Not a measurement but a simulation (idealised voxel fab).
Documented hereafter: the process module known as voxel transistor to metal.
Cross-section cut: width 185 nm, square cells of 5 nm.
Notation: cross-section as square-cell grid; stated in bands, top first, going down; one or more cell rows per band. Band entry format. Leading values: height of top, height of bottom, nm. Remainder: materials in left-to-right order, each with its width in nm. Special words: "throughout" on a single material, which then fills the band edge to edge; "air", empty space. Heights from 0 (as-received wafer is one material below). Bottom band endless downward, as "top 0, no bottom". The expression "30 to 40" gives the width at the extremes of the band, the first number at its top row of cells and the second at its bottom row, with the width changing by equal amounts from each row to the next in between. No cell of the cross-section changed in a step that is given as "nothing got changed". This entry, "Closed void table", enumerates those empty regions of no fewer than 8 cells that possess no open connection to the top. Each region is reported in the form width x height at distance, the distance being taken from the left edge, with all three quantities expressed in nm. On each step's line, the part that comes after the settings is the simulator's own comment on the step. If you see "overlay nm" on a step's line and that step has a mask, it's telling you how far right of where it was planned the mask ended up; a negative number means it went left instead.
[Set out below are the planned steps of the process]
- 1: RECEIVE [material Si]
- 2: CONFORMAL_DEP [material SiO2] [thk nm 5]
- 3: CONFORMAL_DEP [material SiN] [thk nm 15]
- 4: DIRECTIONAL_DEP [material aC] [thk nm 10]
- 5: PATTERN [tone cover] [mask id ACTIVE] [material resist] [width nm 105] [thk nm 25] [overlay nm 0]
- 6: DIRECTIONAL_ETCH [etch materials aC] [depth nm 10]
- 7: STRIP [etch materials resist]
- 8: DIRECTIONAL_ETCH [etch materials SiN] [depth nm 15]
- 9: DIRECTIONAL_ETCH [etch materials SiO2] [depth nm 5]
- 10: DIRECTIONAL_ETCH [etch materials Si] [depth nm 35]
- 11: STRIP [etch materials aC]
- 12: OXIDIZE [depth nm 5]
- 13: FILL_DEP [material SiO2] [thk nm 5]
- 14: CMP [height nm 20]
- 15: SELECTIVE_ETCH [etch materials SiO2] [depth nm 10]
- 16: STRIP [etch materials SiN]
- 17: SELECTIVE_ETCH [etch materials SiO2] [depth nm 5]
- 18: OXIDIZE [depth nm 5]
- 19: DIRECTIONAL_DEP [material polySi] [thk nm 25]
- 20: DIRECTIONAL_DEP [material SiCN] [thk nm 10]
- 21: DIRECTIONAL_DEP [material aC] [thk nm 15]
- 22: PATTERN [tone cover] [mask id GATE] [material resist] [width nm 35] [thk nm 35] [overlay nm 0]
- 23: DIRECTIONAL_ETCH [etch materials aC] [depth nm 15]
- 24: STRIP [etch materials resist]
- 25: DIRECTIONAL_ETCH [etch materials SiCN] [depth nm 20]
- 26: DIRECTIONAL_ETCH [etch materials polySi] [depth nm 35]
- 27: STRIP [etch materials aC]
- 28: CONFORMAL_DEP [material SiN] [thk nm 10]
- 29: DIRECTIONAL_ETCH [etch materials SiN] [depth nm 10]
- 30: DIRECTIONAL_ETCH [etch materials SiO2] [depth nm 5]
- 31: DIRECTIONAL_ETCH [etch materials Si] [depth nm 5]
- 32: EPI [material SiGe] [thk nm 10]
- 33: FILL_DEP [material SiO2] [thk nm 5]
- 34: CMP [height nm 25]
- 35: STRIP [etch materials polySi]
- 36: SELECTIVE_ETCH [etch materials SiO2] [depth nm 5]
- 37: CONFORMAL_DEP [material HfO2] [thk nm 5]
- 38: CONFORMAL_DEP [material TiN] [thk nm 5]
- 39: FILL_DEP [material W] [thk nm 5]
- 40: CMP [height nm 20]
- 41: DIRECTIONAL_DEP [material SiO2] [thk nm 10]
- 42: DIRECTIONAL_DEP [material aC] [thk nm 15]
- 43: PATTERN [tone open] [mask id CONTACT] [material resist] [width nm 15] [pitch nm 80] [thk nm 30] [overlay nm 0]
- 44: DIRECTIONAL_ETCH [etch materials aC] [depth nm 15]
- 45: STRIP [etch materials resist]
- 46: DIRECTIONAL_ETCH [etch materials SiO2] [depth nm 30]
- 47: STRIP [etch materials aC]
- 48: CONFORMAL_DEP [material TiN] [thk nm 5]
- 49: FILL_DEP [material Ru] [thk nm 5]
- 50: CMP [height nm 30]
- 51: DIRECTIONAL_DEP [material TiN] [thk nm 5]
- 52: DIRECTIONAL_DEP [material W] [thk nm 20]
- 53: PATTERN [tone cover] [mask id METAL_1] [material resist] [width nm 15] [pitch nm 80] [thk nm 15] [overlay nm 0]
- 54: DIRECTIONAL_ETCH [etch materials W] [depth nm 20]
- 55: DIRECTIONAL_ETCH [etch materials TiN] [depth nm 5]
- 56: STRIP [etch materials resist]
- 57: FILL_DEP [material SiO2] [thk nm 10]
- 58: CMP [height nm 55]
- 59: CONFORMAL_DEP [material SiCN] [thk nm 5]
- 60: DIRECTIONAL_DEP [material lowk] [thk nm 30]
- 61: MASKED_ETCH [tone open] [mask id METAL_2] [width nm 15] [pitch nm 80] [etch materials lowk] [depth nm 20] [overlay nm 0]
- 62: MASKED_ETCH [tone open] [mask id METAL_2_HOLES] [width nm 15] [pitch nm 80] [etch materials lowk] [depth nm 10] [overlay nm 0]
- 63: MASKED_ETCH [tone open] [mask id METAL_2_HOLES] [width nm 15] [pitch nm 80] [etch materials SiCN] [depth nm 5] [overlay nm -15]
- 64: CONFORMAL_DEP [material TiN] [thk nm 5]
- 65: FILL_DEP [material Cu] [thk nm 10]
- 66: CMP [height nm 90]
- 67: CONFORMAL_DEP [material SiN] [thk nm 5]
For clarity, it should be stated that the wafers under discussion commence in an identical condition and differ with respect to the overlay nm of step 63, the plan indicating the value that the first wafer had.
[So this is the first of several wafers, cross-sectioned as it came to us, meaning it's at the end of step 1]
    top 0, no bottom: Si throughout
    Closed void table: none
[Per wafer (row), end of module: delta in cells per material since receipt, (+) for gained, (-) for lost; closed voids after that]
overlay nm -15; +10 Cu; +17 HfO2; +8 Ru; -171 Si; +37 SiCN; +20 SiGe; +57 SiN; +437 SiO2; +69 TiN; +33 W; +186 lowk; Closed void table: none
overlay nm -10; +10 Cu; +17 HfO2; +8 Ru; -171 Si; +35 SiCN; +20 SiGe; +57 SiN; +437 SiO2; +71 TiN; +33 W; +186 lowk; Closed void table: none
overlay nm -5; +10 Cu; +17 HfO2; +8 Ru; -171 Si; +33 SiCN; +20 SiGe; +57 SiN; +437 SiO2; +73 TiN; +33 W; +186 lowk; Closed void table: none
overlay nm 0; +12 Cu; +17 HfO2; +8 Ru; -171 Si; +31 SiCN; +20 SiGe; +57 SiN; +437 SiO2; +73 TiN; +33 W; +186 lowk; Closed void table: none
overlay nm 5; +10 Cu; +17 HfO2; +8 Ru; -171 Si; +33 SiCN; +20 SiGe; +57 SiN; +437 SiO2; +73 TiN; +33 W; +186 lowk; Closed void table: none
overlay nm 10; +10 Cu; +17 HfO2; +8 Ru; -171 Si; +35 SiCN; +20 SiGe; +57 SiN; +437 SiO2; +71 TiN; +33 W; +186 lowk; Closed void table: none
overlay nm 15; +10 Cu; +17 HfO2; +8 Ru; -171 Si; +37 SiCN; +20 SiGe; +57 SiN; +437 SiO2; +69 TiN; +33 W; +186 lowk; Closed void table: none
